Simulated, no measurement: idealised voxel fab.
process module | voxel capacitor over wiring
cross-section cut | 290 nm wide | cells 5 nm
A cross-section is a grid of square cells, given in bands from the top down. A band is one or more rows of cells.
Each band's line starts with the height of the band's top and of its bottom, in nm. Then come its materials from left to right, each with its width in nm. One material with "throughout" fills the band from edge to edge. "air" is empty space.
Height 0 is the level under which the wafer as received is all one material. The lowest band goes on downwards, as in "0 down".
A width such as "30 to 40" changes by the same amount from each row of cells to the next, from the band's top row to its bottom row.
"no change" after a step means that no cell of the cross-section changed.
closed voids: empty space of 8 cells or more with no open way to the top, each as width x height at its distance from the left edge, in nm
after a step's settings: what the simulator itself notes on the step
overlay nm, on a step with a mask: how far to the right of its planned place the mask lay; to the left if negative
plan
1 op RECEIVE | material Si
2 op CONFORMAL_DEP | material SiO2 | thk nm 15
3 op DIRECTIONAL_DEP | material TiN | thk nm 5
4 op DIRECTIONAL_DEP | material Ru | thk nm 20
5 op DIRECTIONAL_DEP | material aC | thk nm 15
6 op PATTERN | tone cover | mask id METAL_1 | material resist | width nm 30 | pitch nm 95 | thk nm 35 | overlay nm 0
7 op DIRECTIONAL_ETCH | etch materials aC | depth nm 15
8 op STRIP | etch materials resist
9 op DIRECTIONAL_ETCH | etch materials Ru | depth nm 20
10 op DIRECTIONAL_ETCH | etch materials TiN | depth nm 5
11 op STRIP | etch materials aC
12 op FILL_DEP | material lowk | thk nm 5
13 op CMP | height nm 40
14 op CONFORMAL_DEP | material SiCN | thk nm 5
15 op DIRECTIONAL_DEP | material SiO2 | thk nm 15
16 op DIRECTIONAL_DEP | material aC | thk nm 10
17 op PATTERN | tone open | mask id PLUG_1 | material resist | width nm 15 | thk nm 25 | overlay nm 0
18 op DIRECTIONAL_ETCH | etch materials aC | depth nm 10
19 op STRIP | etch materials resist
20 op DIRECTIONAL_ETCH | etch materials SiO2 | depth nm 15
21 op DIRECTIONAL_ETCH | etch materials SiCN | depth nm 5
22 op STRIP | etch materials aC
23 op CONFORMAL_DEP | material TiN | thk nm 5
24 op FILL_DEP | material Cu | thk nm 10
25 op CMP | height nm 60
26 op DIRECTIONAL_DEP | material TiN | thk nm 10
27 op DIRECTIONAL_DEP | material Al2O3 | thk nm 5
28 op DIRECTIONAL_DEP | material TiN | thk nm 10
29 op PATTERN | tone cover | mask id UPPER_PLATE | material resist | width nm 70 | thk nm 15 | overlay nm 0
30 op DIRECTIONAL_ETCH | etch materials TiN | depth nm 10
31 op DIRECTIONAL_ETCH | etch materials Al2O3 | depth nm 5
32 op STRIP | etch materials resist
33 op MASKED_ETCH | tone cover | mask id LOWER_PLATE | width nm 80 | etch materials TiN | depth nm 10 | overlay nm 0
34 op FILL_DEP | material SiO2 | thk nm 20
35 op CMP | height nm 100
36 op MASKED_ETCH | tone open | mask id PLUG_2 | width nm 15 | etch materials SiO2 | depth nm 15 | overlay nm 0
37 op CONFORMAL_DEP | material TiN | thk nm 5
38 op FILL_DEP | material W | thk nm 10
39 op CMP | height nm 100
40 op CONFORMAL_DEP | material SiN | thk nm 5
as received, after step 1
  0 down: Si throughout
  closed voids: none
a wafer at the end: this start, this plan, one mistake
  105 to 100: SiN throughout
  100 to 90: SiO2 105 | TiN 5 | W 5 | TiN 5 | SiO2 170
  90 to 85: SiO2 105 | TiN 15 | SiO2 170
  85 to 75: SiO2 95 | TiN 65 | SiO2 130
  75 to 70: SiO2 95 | Al2O3 70 | SiO2 125
  70 to 60: SiO2 80 | TiN 85 | SiO2 125
  60 to 45: SiO2 95 | TiN 5 | Cu 5 | TiN 5 | SiO2 180
  45 to 40: SiCN 95 | TiN 15 | SiCN 180
  40 to 20: lowk 80 | Ru 30 | lowk 65 | Ru 30 | lowk 85
  20 to 15: lowk 80 | TiN 30 | lowk 65 | TiN 30 | lowk 85
  15 to 0: SiO2 throughout
  0 down: Si throughout
  closed voids: none
what went wrong: step 33 ran as: op MASKED_ETCH | tone cover | mask id LOWER_PLATE | width nm 80 | etch materials TiN | depth nm 10 | overlay nm -10
